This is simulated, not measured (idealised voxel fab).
voxel double patterning: a process module
cross-section cut | 210 nm wide | cells 5 nm
In this document a cross-section is written as a grid of square cells. It is given as a series of bands, listed from the top down, and a band is one or more rows of cells.
In this notation a band is specified by the heights of its top and bottom, in that order and in nm, after which its materials appear from left to right, each paired with its width in nm. The word "throughout" attached to a single material means that material fills the band from edge to edge; the word "blank" stands for empty space.
All heights in this document are referenced to 0, defined as the level beneath which the wafer, as received, consists entirely of one material. The lowest band is not bounded below; it extends indefinitely downward and is written in the form "0 -> down".
The expression "30->40" gives the width at the extremes of the band, the first number at its top row of cells and the second at its bottom row, with the width changing by equal amounts from each row to the next in between.
Any step labelled "no modification" changed none of the cells in the cross-section.
Any empty space of 8 cells or more lacking an open way to the top shows up in "Closed void register" as width x height at distance, distance from the left edge, in nm.
after a step's settings: what the simulator itself notes on the step
Steps that use a mask can have "overlay nm" on their line. It says how far the mask sat to the right of where it was meant to be. Negative means to the left.

THE PLANNED PROCESS STEPS ARE ENUMERATED HEREUNDER
- 1: RECEIVE: material Si
- 2: CONFORMAL_DEP: material SiO2, thk nm 10
- 3: DIRECTIONAL_DEP: material polySi, thk nm 10
- 4: DIRECTIONAL_DEP: material SiCN, thk nm 5
- 5: DIRECTIONAL_DEP: material aC, thk nm 10
- 6: PATTERN: tone open, mask id FIRST, material resist, width nm 15, pitch nm 50, thk nm 30, overlay nm 0
- 7: DIRECTIONAL_ETCH: etch materials aC, depth nm 10
- 8: STRIP: etch materials resist
- 9: DIRECTIONAL_ETCH: etch materials SiCN, depth nm 5
- 10: STRIP: etch materials aC
- 11: MASKED_ETCH: tone open, mask id SECOND, width nm 15, pitch nm 50, etch materials SiCN, depth nm 5, overlay nm 0
- 12: DIRECTIONAL_ETCH: etch materials polySi, depth nm 10
- 13: STRIP: etch materials SiCN
The wafers in this document start out alike and differ in the width nm applied at step 11; the plan shows the value used for the first wafer.

AS-RECEIVED CROSS-SECTION, FIRST OF SEVERAL WAFERS, POST STEP 1
- 0 -> down | Si throughout
- Closed void register: none

TABULATED BELOW, WAFER BY WAFER, ARE THE END-OF-MODULE RESULTS: FOR EACH MATERIAL, THE NUMBER OF CELLS GAINED (+) OR LOST (-) RELATIVE TO THE AS-RECEIVED STATE, FOLLOWED BY THE CLOSED VOIDS
width nm 15; +84 SiO2; +54 polySi; Closed void register: none
width nm 20; +84 SiO2; +50 polySi; Closed void register: none
width nm 25; +84 SiO2; +46 polySi; Closed void register: none
width nm 30; +84 SiO2; +42 polySi; Closed void register: none
